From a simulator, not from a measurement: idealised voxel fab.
process module | voxel wiring stack
cross-section cut | 155 nm wide | cells 5 nm
A cross-section is a grid of square cells, given in bands from the top down. A band is one or more rows of cells.
Each band's line starts with the height of the band's top and of its bottom, in nm. Then come its materials from left to right, each with its width in nm. One material with "throughout" fills the band from edge to edge. "air" is empty space.
Height 0 is the level under which the wafer as received is all one material. The lowest band goes on downwards, as in "0 down".
A width such as "30 to 40" changes by the same amount from each row of cells to the next, from the band's top row to its bottom row.
"no change" after a step means that no cell of the cross-section changed.
closed voids: empty space of 8 cells or more with no open way to the top, each as width x height at its distance from the left edge, in nm
after a step's settings: what the simulator itself notes on the step
overlay nm, on a step with a mask: how far to the right of its planned place the mask lay; to the left if negative
plan
1 op RECEIVE | material Si
2 op CONFORMAL_DEP | material SiO2 | thk nm 15
3 op DIRECTIONAL_DEP | material TiN | thk nm 5
4 op DIRECTIONAL_DEP | material Ru | thk nm 20
5 op PATTERN | tone cover | mask id METAL_1 | material resist | width nm 20 | pitch nm 35 | thk nm 15 | overlay nm 0
6 op DIRECTIONAL_ETCH | etch materials Ru | depth nm 20
7 op DIRECTIONAL_ETCH | etch materials TiN | depth nm 5
8 op STRIP | etch materials resist
9 op CONFORMAL_DEP | material SiN | thk nm 5
10 op FILL_DEP | material SiO2 | thk nm 5
11 op CMP | height nm 40
12 op CONFORMAL_DEP | material SiCN | thk nm 5
13 op DIRECTIONAL_DEP | material SiO2 | thk nm 10
14 op PATTERN | tone open | mask id PLUG_1 | material resist | width nm 15 | pitch nm 70 | thk nm 15 | overlay nm 0
15 op DIRECTIONAL_ETCH | etch materials SiO2 | depth nm 10
16 op DIRECTIONAL_ETCH | etch materials SiCN | depth nm 5
17 op STRIP | etch materials resist
18 op CONFORMAL_DEP | material TiN | thk nm 5
19 op FILL_DEP | material Cu | thk nm 5
20 op CMP | height nm 55
21 op CONFORMAL_DEP | material SiN | thk nm 5
22 op DIRECTIONAL_DEP | material lowk | thk nm 25
23 op DIRECTIONAL_DEP | material aC | thk nm 15
24 op PATTERN | tone open | mask id METAL_2 | material resist | width nm 20 | pitch nm 35 | thk nm 30 | overlay nm 0
25 op DIRECTIONAL_ETCH | etch materials aC | depth nm 15
26 op STRIP | etch materials resist
27 op DIRECTIONAL_ETCH | etch materials lowk | depth nm 25
28 op DIRECTIONAL_ETCH | etch materials SiN | depth nm 5
29 op STRIP | etch materials aC
30 op CONFORMAL_DEP | material TiN | thk nm 5
31 op FILL_DEP | material Cu | thk nm 10
32 op CMP | height nm 85
33 op EPI | material Ru | thk nm 5
34 op FILL_DEP | material SiCN | thk nm 5
35 op DIRECTIONAL_DEP | material SiO2 | thk nm 20
36 op PATTERN | tone open | mask id PLUG_2 | material resist | width nm 15 | pitch nm 35 | thk nm 15 | overlay nm 0
37 op DIRECTIONAL_ETCH | etch materials SiO2 | depth nm 20
38 op DIRECTIONAL_ETCH | etch materials SiCN | depth nm 5
39 op STRIP | etch materials resist
40 op EPI | material Ru | thk nm 10
41 op EPI | material Ru | thk nm 10
42 op EPI | material Ru | thk nm 5
43 op CONFORMAL_DEP | material SiN | thk nm 5
44 op DIRECTIONAL_DEP | material lowk | thk nm 15
45 op MASKED_ETCH | tone open | mask id METAL_3 | width nm 20 | pitch nm 35 | etch materials lowk | depth nm 15 | overlay nm 0
46 op MASKED_ETCH | tone open | mask id METAL_3 | width nm 20 | pitch nm 35 | etch materials SiN | depth nm 5 | overlay nm 0
47 op CONFORMAL_DEP | material TiN | thk nm 5
48 op FILL_DEP | material Cu | thk nm 5
49 op CMP | height nm 135
50 op CONFORMAL_DEP | material SiN | thk nm 5
as received, after step 1
  0 down: Si throughout
  closed voids: none
a wafer at the end: this start, this plan, one mistake
  140 to 135: SiN throughout
  135 to 120: lowk 30 | TiN 5 | Cu 10 | TiN 5 | lowk 15 | TiN 5 | Cu 10 | TiN 5 | lowk 15 | TiN 5 | Cu 10 | TiN 5 | lowk 35
  120 to 115: SiN 30 | TiN 20 | SiN 15 | TiN 20 | SiN 15 | TiN 20 | SiN 35
  115 to 95: SiO2 30 | Ru 15 | SiO2 20 | Ru 15 | SiO2 20 | Ru 15 | SiO2 40
  95 to 85: SiCN 30 to 25 | Ru 15 to 30 | SiCN 20 to 5 | Ru 15 to 30 | SiCN 20 to 5 | Ru 15 to 30 | SiCN 40 to 30
  85 to 60: lowk 30 | TiN 5 | Cu 10 | TiN 5 | lowk 15 | TiN 5 | Cu 10 | TiN 5 | lowk 15 | TiN 5 | Cu 10 | TiN 5 | lowk 35
  60 to 55: SiN 30 | TiN 20 | SiN 15 | TiN 20 | SiN 15 | TiN 20 | SiN 35
  55 to 50: SiO2 30 | TiN 5 | Cu 5 | TiN 5 | SiO2 55 | TiN 5 | Cu 5 | TiN 5 | SiO2 40
  50 to 45: SiCN 30 | TiN 15 | SiCN 55 | TiN 15 | SiCN 40
  45 to 40: SiO2 25 | SiN 30 | SiO2 5 | SiN 30 | SiO2 5 | SiN 30 | SiO2 30
  40 to 20: SiO2 25 | SiN 5 | Ru 20 | SiN 5 | SiO2 5 | SiN 5 | Ru 20 | SiN 5 | SiO2 5 | SiN 5 | Ru 20 | SiN 5 | SiO2 30
  20 to 15: SiN 30 | TiN 20 | SiN 15 | TiN 20 | SiN 15 | TiN 20 | SiN 35
  15 to 0: SiO2 throughout
  0 down: Si throughout
  closed voids: none
what went wrong: step 11 ran as: op CMP | height nm 45
